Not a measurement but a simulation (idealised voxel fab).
You're looking at the process module voxel gate over fins.
cross-section cut | 140 nm wide | cells 5 nm
A cross-section is a grid of square cells, given in bands from the top down. A band is one or more rows of cells.
Heads up on the band format: heights come first, top then bottom, in nm. After that it's the materials left to right, each with its width in nm. A single material flagged "everywhere" fills the whole band edge to edge, and "empty" means there's empty space there.
Counting heights begins at 0, where everything beneath is, in the wafer as received, one material. The lowest band has no bottom; it goes on downwards, as "0 down" shows.
A width given as "30..40" starts at the first number in the band's top row and ends at the second number in its bottom row, shifting by an equal amount at every step from row to row.
Where the words "left unchanged" appear for a step, the cross-section shows no cell changed by that step; every cell remained as before.
Closed-off voids of 8+ cells (no open route to the top) go in "Cavities, sealed", written width x height at distance from the left edge, in nm.
Whatever follows a step's settings on its line is a remark the simulator itself makes about that step.
overlay nm: step with mask; distance mask lay right of planned place; negative value = left of planned place.
**Listed below are the process steps as planned**
| 1 | RECEIVE with material Si |
| 2 | CONFORMAL_DEP with material SiN, thk nm 5 |
| 3 | MASKED_ETCH with tone cover, mask id FINS, width nm 15, pitch nm 45, etch materials SiN, depth nm 5, overlay nm 0 |
| 4 | MASKED_ETCH with tone cover, mask id FINS, width nm 15, pitch nm 45, etch materials Si, depth nm 40, overlay nm 0 |
| 5 | OXIDIZE with depth nm 5 |
| 6 | FILL_DEP with material SiO2, thk nm 5 |
| 7 | CMP with height nm 5 |
| 8 | SELECTIVE_ETCH with etch materials SiO2, depth nm 20 |
| 9 | STRIP with etch materials SiN |
| 10 | CONFORMAL_DEP with material HfO2, thk nm 5 |
| 11 | CONFORMAL_DEP with material TiN, thk nm 5 |
| 12 | FILL_DEP with material W, thk nm 15 |
| 13 | CMP with height nm 20 |
| 14 | CONFORMAL_DEP with material SiN, thk nm 10 |
**Wafer as received: cross-section following step 1**
- 0 down  Si everywhere
- Cavities, sealed: none
**Cross-sectional result after module completion. Note: starting condition and plan are unchanged from above; one processing mistake was made**
- 30 to 20  SiN everywhere
- 20 to 10  W everywhere
- 10 to 5  15 of W; 25 of TiN; 20 of W; 25 of TiN; 20 of W; 25 of TiN; 10 of W
- 5 to 0  10 of W; 10 of TiN; 15 of HfO2; 5 of TiN; 15 of W; 10 of TiN; 15 of HfO2; 5 of TiN; 15 of W; 10 of TiN; 15 of HfO2; 5 of TiN; 10 of W
- 0 to -5  10 of W; 5 of TiN; 10 of HfO2; 5 of Si; 5 of HfO2; 5 of TiN; 15 of W; 5 of TiN; 10 of HfO2; 5 of Si; 5 of HfO2; 5 of TiN; 15 of W; 5 of TiN; 10 of HfO2; 5 of Si; 5 of HfO2; 5 of TiN; 10 of W
- -5 to -10  15 of TiN; 5 of HfO2; 10 of Si; 5 of HfO2; 25 of TiN; 5 of HfO2; 10 of Si; 5 of HfO2; 25 of TiN; 5 of HfO2; 10 of Si; 5 of HfO2; 15 of TiN
- -10 to -15  20 of HfO2; 10 of Si; 35 of HfO2; 10 of Si; 35 of HfO2; 10 of Si; 20 of HfO2
- -15 to -45  20 of SiO2; 10 of Si; 35 of SiO2; 10 of Si; 35 of SiO2; 10 of Si; 20 of SiO2
- -45 down  Si everywhere
- Cavities, sealed: none
Where did the run depart from the plan? step 3 ran as: MASKED_ETCH with tone cover, mask id FINS, width nm 15, pitch nm 45, etch materials SiN, depth nm 5, overlay nm 5
